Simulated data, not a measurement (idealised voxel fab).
process module | voxel ribs on slabs
cross-section cut | 220 nm wide | cells 5 nm
A cross-section is a grid of square cells, given in bands from the top down. A band is one or more rows of cells.
Each band's line starts with the height of the band's top and of its bottom, in nm. Then come its materials from left to right, each with its width in nm. One material with "throughout" fills the band from edge to edge. "air" is empty space.
Height 0 is the level under which the wafer as received is all one material. The lowest band goes on downwards, as in "0 down".
A width such as "30 to 40" changes by the same amount from each row of cells to the next, from the band's top row to its bottom row.
"no change" after a step means that no cell of the cross-section changed.
closed voids: empty space of 8 cells or more with no open way to the top, each as width x height at its distance from the left edge, in nm
after a step's settings: what the simulator itself notes on the step
overlay nm, on a step with a mask: how far to the right of its planned place the mask lay; to the left if negative
plan
1 op RECEIVE | material Si
2 op DIRECTIONAL_DEP | material SiO2 | thk nm 20
3 op DIRECTIONAL_DEP | material SiN | thk nm 15
4 op PATTERN | tone cover | mask id RIB | material resist | width nm 20 | thk nm 15 | overlay nm 0
5 op DIRECTIONAL_ETCH | etch materials SiN | depth nm 10
6 op STRIP | etch materials resist
7 op PATTERN | tone cover | mask id SLAB | material resist | width nm 60 | thk nm 20 | overlay nm 0
8 op DIRECTIONAL_ETCH | etch materials SiN | depth nm 5
9 op STRIP | etch materials resist
10 op FILL_DEP | material SiO2 | thk nm 20
11 op CMP | height nm 45
12 op DIRECTIONAL_DEP | material W | thk nm 5
13 op PATTERN | tone cover | mask id HEATER | material resist | width nm 30 | thk nm 20 | overlay nm 0
14 op DIRECTIONAL_ETCH | etch materials W | depth nm 5
15 op STRIP | etch materials resist
16 op CONFORMAL_DEP | material SiN | thk nm 10
as received, after step 1
  0 down: Si throughout
  closed voids: none
first wafer at the end, as planned
  60 to 55: air 85 | SiN 50 | air 85
  55 to 50: SiN throughout
  50 to 45: SiN 95 | W 30 | SiN 95
  45 to 35: SiO2 throughout
  35 to 25: SiO2 100 | SiN 20 | SiO2 100
  25 to 20: SiO2 80 | SiN 60 | SiO2 80
  20 to 0: SiO2 throughout
  0 down: Si throughout
  closed voids: none
second wafer at the end: like start, like plan, one mistake
  70 to 65: air 85 | SiN 50 | air 85
  65 to 60: SiN throughout
  60 to 55: SiN 95 | W 30 | SiN 95
  55 to 45: W throughout
  45 to 35: SiO2 throughout
  35 to 25: SiO2 100 | SiN 20 | SiO2 100
  25 to 20: SiO2 80 | SiN 60 | SiO2 80
  20 to 0: SiO2 throughout
  0 down: Si throughout
  closed voids: none
what went wrong: step 12 ran as: op DIRECTIONAL_DEP | material W | thk nm 15
at the end the second wafer has, in cells: 88 more of W
